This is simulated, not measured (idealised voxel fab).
This section sets out a process module, namely voxel air gaps.
In the cross-section labelled cut, the width is 250 nm and each square cell is 5 nm.
Bands, listed from the top down, are how a cross-section gets written in this document; the cross-section itself is a grid of square cells, and a band is one or more rows of them. Heights first: top, then bottom, in nm. Then materials, left to right, each with a width in nm. "full width" on a single material: fills the band edge to edge. "empty": empty space. Basically, 0 is our baseline, since under it the wafer straight out of the box is all one material. The bottom band has no lower end and keeps on going down, so it looks like "from 0 down". The width entry "30..40" should be interpreted row by row: the top row of cells in the band takes the first number, the bottom row takes the second number, and the change between adjacent rows is uniform throughout. "left unchanged" means the step left every cell of the cross-section as it was. Empty spaces counting at least 8 cells and having no open way to the top are listed in "Closed internal voids". The notation width x height at distance is used for each, the distance being from the left edge and all three values in nm. On each step's line, the part that comes after the settings is the simulator's own comment on the step. On any step carrying a mask, the "overlay nm" setting, if present on the step's line, tells how far right of its planned place the mask lay; negative values point to the left.

## The process steps that were planned are listed below
1: RECEIVE, material Si
2: CONFORMAL_DEP, material SiO2, thk nm 10
3: CONFORMAL_DEP, material SiN, thk nm 5
4: DIRECTIONAL_DEP, material SiO2, thk nm 30
5: PATTERN, tone open, mask id LINES, material resist, width nm 25, pitch nm 55, thk nm 20, overlay nm 0
6: DIRECTIONAL_ETCH, etch materials SiO2, depth nm 30
7: STRIP, etch materials resist
8: CONFORMAL_DEP, material TiN, thk nm 5
9: FILL_DEP, material W, thk nm 5
10: CMP, height nm 45
11: EPI, material Ru, thk nm 10
12: SELECTIVE_ETCH, etch materials SiO2, depth nm 40
13: CONFORMAL_DEP, material SiCN, thk nm 5

## Cross-section of the wafer upon arrival, representing the state reached after step 1
from 0 down: Si full width
Closed internal voids: none

## End state of the module in cross-section, given the above starting point and plan and one mistake in execution
from 60 to 55: SiCN full width
from 55 to 45: Ru full width
from 45 to 40: 35 of TiN | 15 of W | 40 of TiN | 15 of W | 40 of TiN | 15 of W | 40 of TiN | 15 of W | 35 of TiN
from 40 to 15: 30 of SiO2 | 5 of TiN | 15 of W | 5 of TiN | 30 of SiO2 | 5 of TiN | 15 of W | 5 of TiN | 30 of SiO2 | 5 of TiN | 15 of W | 5 of TiN | 30 of SiO2 | 5 of TiN | 15 of W | 5 of TiN | 30 of SiO2
from 15 to 10: 30 of SiO2 | 25 of TiN | 30 of SiO2 | 25 of TiN | 30 of SiO2 | 25 of TiN | 30 of SiO2 | 25 of TiN | 30 of SiO2
from 10 to 0: SiO2 full width
from 0 down: Si full width
Closed internal voids: none
What was done differently from what was planned? plan step 3 never ran because it was skipped
